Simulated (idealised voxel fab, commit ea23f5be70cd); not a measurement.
The process module that follows is named voxel tone inversion.
The cross-section on display is named cut; it measures 195 nm wide, and its cells are 5 nm squares.
Notation: cross-section as square-cell grid; stated in bands, top first, going down; one or more cell rows per band. Top height, bottom height, nm. Materials left to right, width each, nm. Single material + "throughout" = fills band edge to edge. "empty" = empty. Measure heights from 0. That's the level where, below it, the as-received wafer is all one material. The lowest band is bottomless and extends downward; write it as in "0 -> down". Width: "30 to 40" (first number = top row, second number = bottom row, same change from row to row of cells). For the purposes of this document, the phrase "no modifications" attached to a step denotes that no cell within the cross-section was modified by that step. Heads up: "Cavities, closed" only lists the empty pockets with no open path to the top that are 8 cells or more, and it writes them as width x height at distance, distance from the left edge, in nm. On each step's line, the part that comes after the settings is the simulator's own comment on the step. The line of a step may include "overlay nm". On a step with a mask, this value is how far to the right of its planned place the mask lay. A negative value means the mask lay to the left.

**Intended process steps**
- 1: RECEIVE [material Si]
- 2: CONFORMAL_DEP [material SiCN] [thk nm 10]
- 3: DIRECTIONAL_DEP [material aC] [thk nm 20]
- 4: PATTERN [tone cover] [mask id POSTS] [material resist] [width nm 15] [pitch nm 45] [thk nm 25] [overlay nm 0]
- 5: DIRECTIONAL_ETCH [etch materials aC] [depth nm 20]
- 6: STRIP [etch materials resist]
- 7: FILL_DEP [material lowk] [thk nm 5]
- 8: CMP [height nm 30]
- 9: STRIP [etch materials aC]
- 10: CONFORMAL_DEP [material TiN] [thk nm 5]
- 11: FILL_DEP [material Cu] [thk nm 5]
- 12: CMP [height nm 30]
- 13: CONFORMAL_DEP [material SiCN] [thk nm 5]

**Run as planned: first of two wafers**

**Delivered wafer in cross-section: state after step 1**
  0 -> down = Si throughout
  Cavities, closed: none

**Cross-section through the wafer, step 2 finished**
  10 -> 0 = SiCN throughout
  Everything under 0 stays put, no change at all.

**Cross-section through the wafer, step 3 finished**
  30 -> 10 = aC throughout
  Everything under 10 stays put, no change at all.

**Cross-section through the wafer, step 4 finished**
  55 -> 30 = empty 45 nm, resist 15 nm, empty 30 nm, resist 15 nm, empty 30 nm, resist 15 nm, empty 45 nm
  Everything under 30 stays put, no change at all.

**Cross-section through the wafer, step 5 finished**
  35 -> 30 = empty 45 nm, resist 15 nm, empty 30 nm, resist 15 nm, empty 30 nm, resist 15 nm, empty 45 nm
  30 -> 10 = empty 45 nm, aC 15 nm, empty 30 nm, aC 15 nm, empty 30 nm, aC 15 nm, empty 45 nm
  Everything under 10 stays put, no change at all.

**Cross-section through the wafer, step 6 finished**
  30 -> 10 = empty 45 nm, aC 15 nm, empty 30 nm, aC 15 nm, empty 30 nm, aC 15 nm, empty 45 nm
  Everything under 10 stays put, no change at all.

**Cross-section through the wafer, step 7 finished**
  35 -> 30 = lowk throughout
  30 -> 10 = lowk 45 nm, aC 15 nm, lowk 30 nm, aC 15 nm, lowk 30 nm, aC 15 nm, lowk 45 nm
  Everything under 10 stays put, no change at all.

**Cross-section through the wafer, step 8 finished**
  30 -> 10 = lowk 45 nm, aC 15 nm, lowk 30 nm, aC 15 nm, lowk 30 nm, aC 15 nm, lowk 45 nm
  Everything under 10 stays put, no change at all.

**Cross-section through the wafer, step 9 finished**
  30 -> 10 = lowk 45 nm, empty 15 nm, lowk 30 nm, empty 15 nm, lowk 30 nm, empty 15 nm, lowk 45 nm
  Everything under 10 stays put, no change at all.

**Cross-section through the wafer, step 10 finished**
  35 -> 30 = TiN 50 nm, empty 5 nm, TiN 40 nm, empty 5 nm, TiN 40 nm, empty 5 nm, TiN 50 nm
  30 -> 15 = lowk 45 nm, TiN 5 nm, empty 5 nm, TiN 5 nm, lowk 30 nm, TiN 5 nm, empty 5 nm, TiN 5 nm, lowk 30 nm, TiN 5 nm, empty 5 nm, TiN 5 nm, lowk 45 nm
  15 -> 10 = lowk 45 nm, TiN 15 nm, lowk 30 nm, TiN 15 nm, lowk 30 nm, TiN 15 nm, lowk 45 nm
  Everything under 10 stays put, no change at all.

**Cross-section through the wafer, step 11 finished**
  40 -> 35 = Cu throughout
  35 -> 30 = TiN 50 nm, Cu 5 nm, TiN 40 nm, Cu 5 nm, TiN 40 nm, Cu 5 nm, TiN 50 nm
  30 -> 15 = lowk 45 nm, TiN 5 nm, Cu 5 nm, TiN 5 nm, lowk 30 nm, TiN 5 nm, Cu 5 nm, TiN 5 nm, lowk 30 nm, TiN 5 nm, Cu 5 nm, TiN 5 nm, lowk 45 nm
  Everything under 15 stays put, no change at all.

**Cross-section through the wafer, step 12 finished**
  30 -> 15 = lowk 45 nm, TiN 5 nm, Cu 5 nm, TiN 5 nm, lowk 30 nm, TiN 5 nm, Cu 5 nm, TiN 5 nm, lowk 30 nm, TiN 5 nm, Cu 5 nm, TiN 5 nm, lowk 45 nm
  Everything under 15 stays put, no change at all.

**Cross-section through the wafer, step 13 finished**
  35 -> 30 = SiCN throughout
  Everything under 30 stays put, no change at all.

**Okay, second wafer. Nothing different at the start, nothing different in the plan, just one mistake somewhere in the running. As far as step 3, counting that step, it's the first wafer all over again**

**Cross-section of the second wafer at the time by which step 4 should have been completed according to the plan**
  55 -> 30 = resist 45 nm, empty 15 nm, resist 30 nm, empty 15 nm, resist 30 nm, empty 15 nm, resist 45 nm
  Everything under 30 stays put, no change at all.

**Cross-section of the second wafer at the time by which step 5 should have been completed according to the plan**
  35 -> 30 = resist 45 nm, empty 15 nm, resist 30 nm, empty 15 nm, resist 30 nm, empty 15 nm, resist 45 nm
  30 -> 10 = aC 45 nm, empty 15 nm, aC 30 nm, empty 15 nm, aC 30 nm, empty 15 nm, aC 45 nm
  Everything under 10 stays put, no change at all.

**Cross-section of the second wafer at the time by which step 6 should have been completed according to the plan**
  30 -> 10 = aC 45 nm, empty 15 nm, aC 30 nm, empty 15 nm, aC 30 nm, empty 15 nm, aC 45 nm
  Everything under 10 stays put, no change at all.

**Cross-section of the second wafer at the time by which step 7 should have been completed according to the plan**
  35 -> 30 = lowk throughout
  30 -> 10 = aC 45 nm, lowk 15 nm, aC 30 nm, lowk 15 nm, aC 30 nm, lowk 15 nm, aC 45 nm
  Everything under 10 stays put, no change at all.

**Cross-section of the second wafer at the time by which step 8 should have been completed according to the plan**
  30 -> 10 = aC 45 nm, lowk 15 nm, aC 30 nm, lowk 15 nm, aC 30 nm, lowk 15 nm, aC 45 nm
  Everything under 10 stays put, no change at all.

**Cross-section of the second wafer at the time by which step 9 should have been completed according to the plan**
  30 -> 10 = empty 45 nm, lowk 15 nm, empty 30 nm, lowk 15 nm, empty 30 nm, lowk 15 nm, empty 45 nm
  Everything under 10 stays put, no change at all.

**Cross-section of the second wafer at the time by which step 10 should have been completed according to the plan**
  35 -> 30 = empty 40 nm, TiN 25 nm, empty 20 nm, TiN 25 nm, empty 20 nm, TiN 25 nm, empty 40 nm
  30 -> 15 = empty 40 nm, TiN 5 nm, lowk 15 nm, TiN 5 nm, empty 20 nm, TiN 5 nm, lowk 15 nm, TiN 5 nm, empty 20 nm, TiN 5 nm, lowk 15 nm, TiN 5 nm, empty 40 nm
  15 -> 10 = TiN 45 nm, lowk 15 nm, TiN 30 nm, lowk 15 nm, TiN 30 nm, lowk 15 nm, TiN 45 nm
  Everything under 10 stays put, no change at all.

**Cross-section of the second wafer at the time by which step 11 should have been completed according to the plan**
  40 -> 35 = Cu throughout
  35 -> 30 = Cu 40 nm, TiN 25 nm, Cu 20 nm, TiN 25 nm, Cu 20 nm, TiN 25 nm, Cu 40 nm
  30 -> 15 = Cu 40 nm, TiN 5 nm, lowk 15 nm, TiN 5 nm, Cu 20 nm, TiN 5 nm, lowk 15 nm, TiN 5 nm, Cu 20 nm, TiN 5 nm, lowk 15 nm, TiN 5 nm, Cu 40 nm
  Everything under 15 stays put, no change at all.

**Cross-section of the second wafer at the time by which step 12 should have been completed according to the plan**
  30 -> 15 = Cu 40 nm, TiN 5 nm, lowk 15 nm, TiN 5 nm, Cu 20 nm, TiN 5 nm, lowk 15 nm, TiN 5 nm, Cu 20 nm, TiN 5 nm, lowk 15 nm, TiN 5 nm, Cu 40 nm
  Everything under 15 stays put, no change at all.

**Cross-section of the second wafer at the time by which step 13 should have been completed according to the plan**
  35 -> 30 = SiCN throughout
  Everything under 30 stays put, no change at all.
So what did we get wrong on this run? step 4: run off-plan, actual operation and settings PATTERN [tone open] [mask id POSTS] [material resist] [width nm 15] [pitch nm 45] [thk nm 25] [overlay nm 0]
Final tally in cells, some materials are higher or lower on the second wafer than on the first: 63 more of Cu; 21 more of TiN; 84 fewer of lowk
